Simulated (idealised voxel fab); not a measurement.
Module name: voxel transistor to metal (process module)
Cross-section cut: width 270 nm, square cells of 5 nm.
Cross-section = grid of square cells, listed top down in bands; band = one or more rows. A band entry consists of two parts. The first gives the height of the band's top and the height of its bottom, in nm. The rest lists the band's materials from left to right, each with its width in nm. A single material labelled with the word "full width" fills the band from edge to edge, and the word "empty" marks empty space. Height is counted from the level 0, under which the received wafer is composed throughout of one material. The lowest of the bands is not closed at the bottom but continues downward, in the notation "0 and below". Quick explanation for "30 to 40": the width changes in equal steps down the rows of cells, from the first number in the band's top row to the second number in its bottom row. "all unchanged", as given for a step, is the statement that not any cell of the cross-section underwent a change during that step. The list in "Enclosed internal cavities" covers empty spaces of 8 cells or more that cannot reach the top through any open way, and it gives each as width x height at distance; the distance is from the left edge, and width, height and distance are in nm. On a step's line, text after the settings is the simulator commenting on that step. overlay nm: how far to the right of its planned place the mask lay on this masked step (negative: to the left).
### The process steps that were planned are listed below
1) RECEIVE,material Si
2) OXIDIZE,depth nm 5
3) CONFORMAL_DEP,material SiN,thk nm 15
4) MASKED_ETCH,tone cover,mask id ACTIVE,width nm 105,pitch nm 135,etch materials SiN,depth nm 15,overlay nm 0
5) MASKED_ETCH,tone cover,mask id ACTIVE,width nm 105,pitch nm 135,etch materials SiO2,depth nm 5,overlay nm 0
6) MASKED_ETCH,tone cover,mask id ACTIVE,width nm 105,pitch nm 135,etch materials Si,depth nm 35,overlay nm 0
7) OXIDIZE,depth nm 5
8) FILL_DEP,material SiO2,thk nm 15
9) CMP,height nm 15
10) SELECTIVE_ETCH,etch materials SiO2,depth nm 15
11) STRIP,etch materials SiN
12) SELECTIVE_ETCH,etch materials SiO2,depth nm 5
13) OXIDIZE,depth nm 5
14) DIRECTIONAL_DEP,material polySi,thk nm 25
15) DIRECTIONAL_DEP,material SiCN,thk nm 15
16) MASKED_ETCH,tone cover,mask id GATE,width nm 25,pitch nm 135,etch materials SiCN,depth nm 25,overlay nm 0
17) MASKED_ETCH,tone cover,mask id GATE,width nm 25,pitch nm 135,etch materials polySi,depth nm 35,overlay nm 0
18) CONFORMAL_DEP,material SiO2,thk nm 5
19) DIRECTIONAL_ETCH,etch materials SiO2,depth nm 5
20) CONFORMAL_DEP,material SiN,thk nm 10
21) DIRECTIONAL_ETCH,etch materials SiN,depth nm 10
22) DIRECTIONAL_ETCH,etch materials SiO2,depth nm 5
23) DIRECTIONAL_ETCH,etch materials Si,depth nm 5
24) EPI,material pSi,thk nm 10
25) FILL_DEP,material SiO2,thk nm 10
26) CMP,height nm 20
27) STRIP,etch materials polySi
28) SELECTIVE_ETCH,etch materials SiO2,depth nm 5
29) CONFORMAL_DEP,material HfO2,thk nm 5
30) CONFORMAL_DEP,material TiN,thk nm 5
31) FILL_DEP,material W,thk nm 10
32) CMP,height nm 15
33) DIRECTIONAL_DEP,material SiO2,thk nm 10
34) DIRECTIONAL_DEP,material aC,thk nm 10
35) PATTERN,tone open,mask id CONTACT,material resist,width nm 20,thk nm 30,overlay nm 0
36) DIRECTIONAL_ETCH,etch materials aC,depth nm 10
37) STRIP,etch materials resist
38) DIRECTIONAL_ETCH,etch materials SiO2,depth nm 30
39) STRIP,etch materials aC
40) CONFORMAL_DEP,material TiN,thk nm 5
41) FILL_DEP,material W,thk nm 10
42) CMP,height nm 25
43) CONFORMAL_DEP,material SiN,thk nm 5
44) DIRECTIONAL_DEP,material lowk,thk nm 25
45) DIRECTIONAL_DEP,material aC,thk nm 15
46) PATTERN,tone open,mask id METAL_1,material resist,width nm 20,thk nm 30,overlay nm 0
47) DIRECTIONAL_ETCH,etch materials aC,depth nm 15
48) STRIP,etch materials resist
49) DIRECTIONAL_ETCH,etch materials lowk,depth nm 25
50) DIRECTIONAL_ETCH,etch materials SiN,depth nm 5
51) STRIP,etch materials aC
52) CONFORMAL_DEP,material TiN,thk nm 5
53) FILL_DEP,material Cu,thk nm 5
54) CMP,height nm 55
55) EPI,material Ru,thk nm 5
56) FILL_DEP,material SiCN,thk nm 5
### As-received state of the wafer in cross-section, equivalent to post-step 1
* 0 and below | Si full width
* Enclosed internal cavities: none
### End-of-module cross-section. Starting structure and process plan as above; one mistake made in running it
* 65 down to 60 | SiCN full width
* 60 down to 55 | SiCN 10 nm, then Ru 30 nm, then SiCN 45 nm, then Ru 30 nm, then SiCN 30 nm, then Ru 30 nm, then SiCN 45 nm, then Ru 30 nm, then SiCN 20 nm
* 55 down to 30 | lowk 15 nm, then TiN 5 nm, then Cu 10 nm, then TiN 5 nm, then lowk 55 nm, then TiN 5 nm, then Cu 10 nm, then TiN 5 nm, then lowk 40 nm, then TiN 5 nm, then Cu 10 nm, then TiN 5 nm, then lowk 55 nm, then TiN 5 nm, then Cu 10 nm, then TiN 5 nm, then lowk 25 nm
* 30 down to 25 | SiN 15 nm, then TiN 20 nm, then SiN 55 nm, then TiN 20 nm, then SiN 40 nm, then TiN 20 nm, then SiN 55 nm, then TiN 20 nm, then SiN 25 nm
* 25 down to 15 | SiO2 20 nm, then TiN 5 nm, then W 10 nm, then TiN 5 nm, then SiO2 55 nm, then TiN 5 nm, then W 10 nm, then TiN 5 nm, then SiO2 40 nm, then TiN 5 nm, then W 10 nm, then TiN 5 nm, then SiO2 55 nm, then TiN 5 nm, then W 10 nm, then TiN 5 nm, then SiO2 20 nm
* 15 down to 5 | SiO2 20 nm, then TiN 5 nm, then W 10 nm, then TiN 5 nm, then SiN 10 nm, then HfO2 5 nm, then TiN 5 nm, then W 15 nm, then TiN 5 nm, then HfO2 5 nm, then SiN 10 nm, then TiN 5 nm, then W 10 nm, then TiN 5 nm, then SiO2 40 nm, then TiN 5 nm, then W 10 nm, then TiN 5 nm, then SiN 10 nm, then HfO2 5 nm, then TiN 5 nm, then W 15 nm, then TiN 5 nm, then HfO2 5 nm, then SiN 10 nm, then TiN 5 nm, then W 10 nm, then TiN 5 nm, then SiO2 20 nm
* 5 down to 0 | SiO2 20 nm, then TiN 20 nm, then SiN 10 nm, then HfO2 5 nm, then TiN 5 nm, then W 15 nm, then TiN 5 nm, then HfO2 5 nm, then SiN 10 nm, then TiN 20 nm, then SiO2 40 nm, then TiN 20 nm, then SiN 10 nm, then HfO2 5 nm, then TiN 5 nm, then W 15 nm, then TiN 5 nm, then HfO2 5 nm, then SiN 10 nm, then TiN 20 nm, then SiO2 20 nm
* 0 down to -5 | SiO2 20 nm, then TiN 10 nm, then pSi 10 nm, then SiN 10 nm, then HfO2 5 nm, then TiN 25 nm, then HfO2 5 nm, then SiN 10 nm, then pSi 10 nm, then TiN 10 nm, then SiO2 40 nm, then TiN 10 nm, then pSi 10 nm, then SiN 10 nm, then HfO2 5 nm, then TiN 25 nm, then HfO2 5 nm, then SiN 10 nm, then pSi 10 nm, then TiN 10 nm, then SiO2 20 nm
* -5 down to -10 | SiO2 15 nm, then pSi 25 nm, then SiO2 10 nm, then HfO2 35 nm, then SiO2 10 nm, then pSi 25 nm, then SiO2 30 nm, then pSi 25 nm, then SiO2 10 nm, then HfO2 35 nm, then SiO2 10 nm, then pSi 25 nm, then SiO2 15 nm
* -10 down to -15 | SiO2 20 nm, then pSi 20 nm, then Si 55 nm, then pSi 20 nm, then SiO2 40 nm, then pSi 20 nm, then Si 55 nm, then pSi 20 nm, then SiO2 20 nm
* -15 down to -45 | SiO2 20 nm, then Si 95 nm, then SiO2 40 nm, then Si 95 nm, then SiO2 20 nm
* -45 and below | Si full width
* Enclosed internal cavities: none
Deviation from plan: contrary to plan, step 46 was performed as PATTERN,tone open,mask id METAL_1,material resist,width nm 20,thk nm 30,overlay nm -5
